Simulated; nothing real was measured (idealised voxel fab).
process module | voxel self aligned contacts
For reference, the cross-section in this document is cut, with width 250 nm and square cells of 5 nm.
Each cross-section below is a grid of square cells, stated as bands in top-down order, with one or more rows of cells making up each band.
A band entry consists of two parts. The first gives the height of the band's top and the height of its bottom, in nm. The rest lists the band's materials from left to right, each with its width in nm. A single material labelled with the word "everywhere" fills the band from edge to edge, and the word "blank" marks empty space.
Beneath 0, the wafer as received is one material, and that level is where height counting begins. The lowest band goes on downward without a bottom; it is written like "from 0 down".
The width entry "30->40" should be interpreted row by row: the top row of cells in the band takes the first number, the bottom row takes the second number, and the change between adjacent rows is uniform throughout.
Reading "nothing altered" for a step: not a cell of the cross-section changed in it.
In "Closed void listing" the enclosed voids are listed, meaning empty spaces of 8 cells or larger without any opening to the top. The form is width x height at distance, distance from the left edge, units nm.
Anything after a step's settings on that line? It's the simulator's own note about the step.
"overlay nm" answers the question of how far to the right of plan the mask lay on a step that has a mask, and when it is negative the answer is to the left.
List of planned process steps:
| 1 | RECEIVE with material Si |
| 2 | OXIDIZE with depth nm 5 |
| 3 | DIRECTIONAL_DEP with material polySi, thk nm 25 |
| 4 | DIRECTIONAL_DEP with material SiN, thk nm 15 |
| 5 | PATTERN with tone cover, mask id GATE, material resist, width nm 35, pitch nm 60, thk nm 20, overlay nm 0 |
| 6 | DIRECTIONAL_ETCH with etch materials SiN, depth nm 15 |
| 7 | DIRECTIONAL_ETCH with etch materials polySi, depth nm 25 |
| 8 | STRIP with etch materials resist |
| 9 | CONFORMAL_DEP with material SiN, thk nm 5 |
| 10 | DIRECTIONAL_ETCH with etch materials SiN, depth nm 5 |
| 11 | FILL_DEP with material SiO2, thk nm 20 |
| 12 | CMP with height nm 50 |
| 13 | DIRECTIONAL_DEP with material aC, thk nm 10 |
| 14 | PATTERN with tone open, mask id CONTACT, material resist, width nm 45, thk nm 30, overlay nm 0 |
| 15 | DIRECTIONAL_ETCH with etch materials aC, depth nm 10 |
| 16 | STRIP with etch materials resist |
| 17 | DIRECTIONAL_ETCH with etch materials SiO2, depth nm 55 |
| 18 | STRIP with etch materials aC |
| 19 | CONFORMAL_DEP with material TiN, thk nm 5 |
| 20 | FILL_DEP with material W, thk nm 5 |
| 21 | CMP with height nm 50 |
| 22 | CONFORMAL_DEP with material SiN, thk nm 5 |
So, the first of our two wafers, run just as we planned it:
Shown in cross-section is the wafer as received, that is, as it stands after step 1:
	from 0 down | Si everywhere
	Closed void listing: none
Cross-section of the wafer after step 2:
	from 0 to -5 | SiO2 everywhere
	At heights below -5, the structure remains unaltered.
Cross-section of the wafer after step 3:
	from 25 to 0 | polySi everywhere
	At heights below 0, the structure remains unaltered.
Cross-section of the wafer after step 4:
	from 40 to 25 | SiN everywhere
	At heights below 25, the structure remains unaltered.
Cross-section of the wafer after step 5:
	from 60 to 40 | blank: 75 / resist: 35 / blank: 25 / resist: 35 / blank: 80
	At heights below 40, the structure remains unaltered.
Cross-section of the wafer after step 6:
	from 60 to 40 | blank: 75 / resist: 35 / blank: 25 / resist: 35 / blank: 80
	from 40 to 25 | blank: 75 / SiN: 35 / blank: 25 / SiN: 35 / blank: 80
	At heights below 25, the structure remains unaltered.
Cross-section of the wafer after step 7:
	from 60 to 40 | blank: 75 / resist: 35 / blank: 25 / resist: 35 / blank: 80
	from 40 to 25 | blank: 75 / SiN: 35 / blank: 25 / SiN: 35 / blank: 80
	from 25 to 0 | blank: 75 / polySi: 35 / blank: 25 / polySi: 35 / blank: 80
	At heights below 0, the structure remains unaltered.
Cross-section of the wafer after step 8:
	from 40 to 25 | blank: 75 / SiN: 35 / blank: 25 / SiN: 35 / blank: 80
	At heights below 25, the structure remains unaltered.
Cross-section of the wafer after step 9:
	from 45 to 25 | blank: 70 / SiN: 45 / blank: 15 / SiN: 45 / blank: 75
	from 25 to 5 | blank: 70 / SiN: 5 / polySi: 35 / SiN: 5 / blank: 15 / SiN: 5 / polySi: 35 / SiN: 5 / blank: 75
	from 5 to 0 | SiN: 75 / polySi: 35 / SiN: 25 / polySi: 35 / SiN: 80
	At heights below 0, the structure remains unaltered.
Cross-section of the wafer after step 10:
	from 40 to 25 | blank: 70 / SiN: 45 / blank: 15 / SiN: 45 / blank: 75
	from 25 to 0 | blank: 70 / SiN: 5 / polySi: 35 / SiN: 5 / blank: 15 / SiN: 5 / polySi: 35 / SiN: 5 / blank: 75
	At heights below 0, the structure remains unaltered.
Cross-section of the wafer after step 11:
	from 60 to 40 | SiO2 everywhere
	from 40 to 25 | SiO2: 70 / SiN: 45 / SiO2: 15 / SiN: 45 / SiO2: 75
	from 25 to 0 | SiO2: 70 / SiN: 5 / polySi: 35 / SiN: 5 / SiO2: 15 / SiN: 5 / polySi: 35 / SiN: 5 / SiO2: 75
	At heights below 0, the structure remains unaltered.
Cross-section of the wafer after step 12:
	from 50 to 40 | SiO2 everywhere
	At heights below 40, the structure remains unaltered.
Cross-section of the wafer after step 13:
	from 60 to 50 | aC everywhere
	At heights below 50, the structure remains unaltered.
Cross-section of the wafer after step 14:
	from 90 to 60 | resist: 100 / blank: 45 / resist: 105
	At heights below 60, the structure remains unaltered.
Cross-section of the wafer after step 15:
	from 80 to 60 | resist: 100 / blank: 45 / resist: 105
	from 60 to 50 | aC: 100 / blank: 45 / aC: 105
	At heights below 50, the structure remains unaltered.
Cross-section of the wafer after step 16:
	from 60 to 50 | aC: 100 / blank: 45 / aC: 105
	At heights below 50, the structure remains unaltered.
Cross-section of the wafer after step 17:
	from 60 to 50 | aC: 100 / blank: 45 / aC: 105
	from 50 to 40 | SiO2: 100 / blank: 45 / SiO2: 105
	from 40 to 25 | SiO2: 70 / SiN: 45 / blank: 15 / SiN: 45 / SiO2: 75
	from 25 to 0 | SiO2: 70 / SiN: 5 / polySi: 35 / SiN: 5 / blank: 15 / SiN: 5 / polySi: 35 / SiN: 5 / SiO2: 75
	from 0 to -5 | SiO2: 115 / blank: 15 / SiO2: 120
	At heights below -5, the structure remains unaltered.
Cross-section of the wafer after step 18:
	from 50 to 40 | SiO2: 100 / blank: 45 / SiO2: 105
	At heights below 40, the structure remains unaltered.
Cross-section of the wafer after step 19:
	from 55 to 50 | TiN: 105 / blank: 35 / TiN: 110
	from 50 to 40 | SiO2: 100 / TiN: 5->20 / blank: 35->5 / TiN: 5->20 / SiO2: 105
	from 40 to 25 | SiO2: 70 / SiN: 45 / TiN: 5 / blank: 5 / TiN: 5 / SiN: 45 / SiO2: 75
	from 25 to 0 | SiO2: 70 / SiN: 5 / polySi: 35 / SiN: 5 / TiN: 5 / blank: 5 / TiN: 5 / SiN: 5 / polySi: 35 / SiN: 5 / SiO2: 75
	from 0 to -5 | SiO2: 115 / TiN: 15 / SiO2: 120
	At heights below -5, the structure remains unaltered.
Cross-section of the wafer after step 20:
	from 60 to 55 | W everywhere
	from 55 to 50 | TiN: 105 / W: 35 / TiN: 110
	from 50 to 40 | SiO2: 100 / TiN: 5->20 / W: 35->5 / TiN: 5->20 / SiO2: 105
	from 40 to 25 | SiO2: 70 / SiN: 45 / TiN: 5 / W: 5 / TiN: 5 / SiN: 45 / SiO2: 75
	from 25 to 0 | SiO2: 70 / SiN: 5 / polySi: 35 / SiN: 5 / TiN: 5 / W: 5 / TiN: 5 / SiN: 5 / polySi: 35 / SiN: 5 / SiO2: 75
	At heights below 0, the structure remains unaltered.
Cross-section of the wafer after step 21:
	from 50 to 40 | SiO2: 100 / TiN: 5->20 / W: 35->5 / TiN: 5->20 / SiO2: 105
	At heights below 40, the structure remains unaltered.
Cross-section of the wafer after step 22:
	from 55 to 50 | SiN everywhere
	At heights below 50, the structure remains unaltered.
The Second Wafer: Common Origin and Plan, One Mistake in Execution, Identical to the First Through Step 21:
Cross-section, second wafer, at the end time the plan gives for step 22:
	from 55 to 50 | SiO2 everywhere
	At heights below 50, the structure remains unaltered.
Processing error: step 22 ran with different settings than intended, the actual operation and settings being CONFORMAL_DEP with material SiO2, thk nm 5
Final tally in cells, some materials are higher or lower on the second wafer than on the first: -50 SiN; +50 SiO2
